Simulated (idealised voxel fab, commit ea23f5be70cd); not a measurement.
process module | voxel transistor to metal
cross-section cut | 180 nm wide | cells 5 nm
A cross-section is a grid of square cells, given in bands from the top down. A band is one or more rows of cells.
Each band's line starts with the height of the band's top and of its bottom, in nm. Then come its materials from left to right, each with its width in nm. One material with "throughout" fills the band from edge to edge. "air" is empty space.
Height 0 is the level under which the wafer as received is all one material. The lowest band goes on downwards, as in "0 down".
A width such as "30 to 40" changes by the same amount from each row of cells to the next, from the band's top row to its bottom row.
"no change" after a step means that no cell of the cross-section changed.
closed voids: empty space of 8 cells or more with no open way to the top, each as width x height at its distance from the left edge, in nm
after a step's settings: what the simulator itself notes on the step
overlay nm, on a step with a mask: how far to the right of its planned place the mask lay; to the left if negative
plan
1 op RECEIVE | material Si
2 op CONFORMAL_DEP | material SiO2 | thk nm 5
3 op CONFORMAL_DEP | material SiN | thk nm 15
4 op MASKED_ETCH | tone cover | mask id ACTIVE | width nm 115 | etch materials SiN | depth nm 15 | overlay nm 0
5 op MASKED_ETCH | tone cover | mask id ACTIVE | width nm 115 | etch materials SiO2 | depth nm 5 | overlay nm 0
6 op MASKED_ETCH | tone cover | mask id ACTIVE | width nm 115 | etch materials Si | depth nm 25 | overlay nm 0
7 op OXIDIZE | depth nm 5
8 op FILL_DEP | material SiO2 | thk nm 10
9 op CMP | height nm 20
10 op SELECTIVE_ETCH | etch materials SiO2 | depth nm 15
11 op STRIP | etch materials SiN
12 op SELECTIVE_ETCH | etch materials SiO2 | depth nm 5
13 op OXIDIZE | depth nm 5
14 op DIRECTIONAL_DEP | material polySi | thk nm 30
15 op DIRECTIONAL_DEP | material SiCN | thk nm 15
16 op PATTERN | tone cover | mask id GATE | material resist | width nm 25 | thk nm 15 | overlay nm 0
17 op DIRECTIONAL_ETCH | etch materials SiCN | depth nm 25
18 op DIRECTIONAL_ETCH | etch materials polySi | depth nm 40
19 op STRIP | etch materials resist
20 op CONFORMAL_DEP | material SiN | thk nm 10
21 op DIRECTIONAL_ETCH | etch materials SiN | depth nm 10
22 op DIRECTIONAL_ETCH | etch materials SiO2 | depth nm 5
23 op DIRECTIONAL_ETCH | etch materials Si | depth nm 10
24 op EPI | material pSi | thk nm 15
25 op FILL_DEP | material SiO2 | thk nm 10
26 op CMP | height nm 45
27 op DIRECTIONAL_DEP | material SiO2 | thk nm 15
28 op DIRECTIONAL_DEP | material aC | thk nm 15
29 op PATTERN | tone open | mask id CONTACT | material resist | width nm 15 | pitch nm 80 | thk nm 30 | overlay nm 0
30 op DIRECTIONAL_ETCH | etch materials aC | depth nm 15
31 op STRIP | etch materials resist
32 op DIRECTIONAL_ETCH | etch materials SiO2 | depth nm 60
33 op STRIP | etch materials aC
34 op CONFORMAL_DEP | material TiN | thk nm 5
35 op FILL_DEP | material Ru | thk nm 5
36 op CMP | height nm 60
37 op CONFORMAL_DEP | material SiN | thk nm 5
38 op DIRECTIONAL_DEP | material SiO2 | thk nm 15
39 op DIRECTIONAL_DEP | material aC | thk nm 10
40 op PATTERN | tone open | mask id METAL_1 | material resist | width nm 15 | pitch nm 80 | thk nm 30 | overlay nm 0
41 op DIRECTIONAL_ETCH | etch materials aC | depth nm 10
42 op STRIP | etch materials resist
43 op DIRECTIONAL_ETCH | etch materials SiO2 | depth nm 15
44 op DIRECTIONAL_ETCH | etch materials SiN | depth nm 5
45 op STRIP | etch materials aC
46 op CONFORMAL_DEP | material TiN | thk nm 5
47 op FILL_DEP | material Ru | thk nm 5
48 op CMP | height nm 80
49 op CONFORMAL_DEP | material SiCN | thk nm 5
50 op DIRECTIONAL_DEP | material SiO2 | thk nm 30
51 op DIRECTIONAL_DEP | material aC | thk nm 10
52 op PATTERN | tone open | mask id METAL_2 | material resist | width nm 15 | pitch nm 80 | thk nm 25 | overlay nm 0
53 op DIRECTIONAL_ETCH | etch materials aC | depth nm 10
54 op STRIP | etch materials resist
55 op DIRECTIONAL_ETCH | etch materials SiO2 | depth nm 20
56 op STRIP | etch materials aC
57 op MASKED_ETCH | tone open | mask id METAL_2_HOLES | width nm 15 | pitch nm 80 | etch materials SiO2 | depth nm 10 | overlay nm 0
58 op MASKED_ETCH | tone open | mask id METAL_2_HOLES | width nm 15 | pitch nm 80 | etch materials SiCN | depth nm 5 | overlay nm 0
59 op CONFORMAL_DEP | material TiN | thk nm 5
60 op FILL_DEP | material Cu | thk nm 10
61 op CMP | height nm 115
62 op CONFORMAL_DEP | material SiN | thk nm 5
as received, after step 1
  0 down: Si throughout
  closed voids: none
first wafer at the end, as planned
  120 to 115: SiN throughout
  115 to 85: SiO2 40 | TiN 5 | Cu 5 | TiN 5 | SiO2 65 | TiN 5 | Cu 5 | TiN 5 | SiO2 45
  85 to 80: SiCN 40 | TiN 15 | SiCN 65 | TiN 15 | SiCN 45
  80 to 65: SiO2 40 | TiN 5 | Ru 5 | TiN 5 | SiO2 65 | TiN 5 | Ru 5 | TiN 5 | SiO2 45
  65 to 60: SiN 40 | TiN 15 | SiN 65 | TiN 15 | SiN 45
  60 to 45: SiO2 40 | TiN 5 | Ru 5 | TiN 5 | SiO2 65 | TiN 5 | Ru 5 | TiN 5 | SiO2 45
  45 to 30: SiO2 40 | TiN 5 | Ru 5 | TiN 5 | SiO2 10 | SiN 10 | SiCN 25 | SiN 10 | SiO2 10 | TiN 5 | Ru 5 | TiN 5 | SiO2 45
  30 to 15: SiO2 40 | TiN 5 | Ru 5 | TiN 5 | SiO2 10 | SiN 10 | polySi 25 | SiN 10 | SiO2 10 | TiN 5 | Ru 5 | TiN 5 | SiO2 45
  15 to 10: SiO2 40 | TiN 15 | SiO2 10 | SiN 10 | polySi 25 | SiN 10 | SiO2 10 | TiN 15 | SiO2 45
  10 to 0: SiO2 40 | TiN 10 | pSi 15 | SiN 10 | polySi 25 | SiN 10 | pSi 15 | TiN 10 | SiO2 45
  0 to -5: SiO2 30 | pSi 35 | SiO2 45 | pSi 35 | SiO2 35
  -5 to -15: SiO2 35 | pSi 30 | Si 45 | pSi 30 | SiO2 40
  -15 to -30: SiO2 35 | Si 105 | SiO2 40
  -30 down: Si throughout
  closed voids: none
second wafer at the end: like start, like plan, one mistake
  120 to 115: SiN throughout
  115 to 85: SiO2 40 | TiN 5 | Cu 5 | TiN 5 | SiO2 65 | TiN 5 | Cu 5 | TiN 5 | SiO2 45
  85 to 80: SiCN 40 | TiN 15 | SiCN 65 | TiN 15 | SiCN 45
  80 to 65: SiO2 40 | TiN 5 | Ru 5 | TiN 5 | SiO2 65 | TiN 5 | Ru 5 | TiN 5 | SiO2 45
  65 to 60: SiN 40 | TiN 15 | SiN 65 | TiN 15 | SiN 45
  60 to 45: SiO2 40 | TiN 5 | Ru 5 | TiN 5 | SiO2 65 | TiN 5 | Ru 5 | TiN 5 | SiO2 45
  45 to 30: SiO2 40 | TiN 5 | Ru 5 | TiN 5 | SiO2 10 | SiN 10 | SiCN 25 | SiN 10 | SiO2 10 | TiN 5 | Ru 5 | TiN 5 | SiO2 45
  30 to 15: SiO2 40 | TiN 5 | Ru 5 | TiN 5 | SiO2 10 | SiN 10 | polySi 25 | SiN 10 | SiO2 10 | TiN 5 | Ru 5 | TiN 5 | SiO2 45
  15 to 10: SiO2 40 | TiN 15 | SiO2 10 | SiN 10 | polySi 25 | SiN 10 | SiO2 10 | TiN 15 | SiO2 45
  10 to 0: SiO2 40 | TiN 10 | pSi 15 | SiN 10 | polySi 25 | SiN 10 | pSi 15 | TiN 10 | SiO2 45
  0 to -5: SiO2 10 | SiN 10 | SiO2 5 | SiN 10 | pSi 30 | SiO2 45 | pSi 30 | SiN 10 | SiO2 5 | SiN 10 | SiO2 15
  -5 to -15: SiO2 10 | SiN 10 | SiO2 5 | SiN 10 | SiO2 5 | pSi 25 | Si 45 | pSi 25 | SiO2 5 | SiN 10 | SiO2 5 | SiN 10 | SiO2 15
  -15 to -20: SiO2 40 | Si 95 | SiO2 45
  -20 to -30: SiO2 35 | Si 105 | SiO2 40
  -30 down: Si throughout
  closed voids: none
what went wrong: steps 10 and 11 were swapped
at the end the second wafer has, in cells: 2 fewer of Si | 24 more of SiN | 16 fewer of SiO2 | 6 fewer of pSi
